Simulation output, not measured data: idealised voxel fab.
voxel double patterning: a process module
Cross-sectional view cut (width: 230 nm; square cell size: 5 nm).
Bands, listed from the top down, are how a cross-section gets written in this document; the cross-section itself is a grid of square cells, and a band is one or more rows of them. In this notation a band is specified by the heights of its top and bottom, in that order and in nm, after which its materials appear from left to right, each paired with its width in nm. The word "edge to edge" attached to a single material means that material fills the band from edge to edge; the word "empty" stands for empty space. Heights are expressed relative to 0, this being the level below which the as-received wafer comprises one material exclusively. The lowest band is unbounded in the downward direction and is denoted as in "z 0 and below". Width spec "30->40" -> top row of cells at first value, bottom row at second value, equal per-row change in between. The designation "nothing got changed", where it is given for a processing step, indicates that no cell of the cross-section was altered in the course of that step. Each empty space that has no open way to the top and spans at least 8 cells appears under "Voids, enclosed" as width x height at distance, the distance counted from the left edge, all in nm. On each step's line, the part that comes after the settings is the simulator's own comment on the step. "overlay nm" answers the question of how far to the right of plan the mask lay on a step that has a mask, and when it is negative the answer is to the left.
[These are the steps we planned for the process]
| 1 | RECEIVE: material Si |
| 2 | CONFORMAL_DEP: material SiO2, thk nm 5 |
| 3 | DIRECTIONAL_DEP: material W, thk nm 20 |
| 4 | DIRECTIONAL_DEP: material SiCN, thk nm 10 |
| 5 | DIRECTIONAL_DEP: material aC, thk nm 10 |
| 6 | PATTERN: tone open, mask id FIRST, material resist, width nm 15, pitch nm 50, thk nm 25, overlay nm 0 |
| 7 | DIRECTIONAL_ETCH: etch materials aC, depth nm 10 |
| 8 | STRIP: etch materials resist |
| 9 | DIRECTIONAL_ETCH: etch materials SiCN, depth nm 10 |
| 10 | STRIP: etch materials aC |
| 11 | MASKED_ETCH: tone open, mask id SECOND, width nm 15, pitch nm 50, etch materials SiCN, depth nm 10, overlay nm 0 |
| 12 | DIRECTIONAL_ETCH: etch materials W, depth nm 20 |
| 13 | STRIP: etch materials SiCN |
[Wafer at receipt (post step 1), cross-section]
    z 0 and below | Si edge to edge
    Voids, enclosed: none
[Same starting wafer, same plan as above, one mistake in the execution; this is the cross-section at the end of the module]
    z 20 to 0 | 55 nm W  15 nm empty  10 nm W  15 nm empty  10 nm W  15 nm empty  10 nm W  15 nm empty  10 nm W  15 nm empty  60 nm W
    z 0 and below | Si edge to edge
    Voids, enclosed: none
Where did the run depart from the plan? no execution of plan step 2; skipped
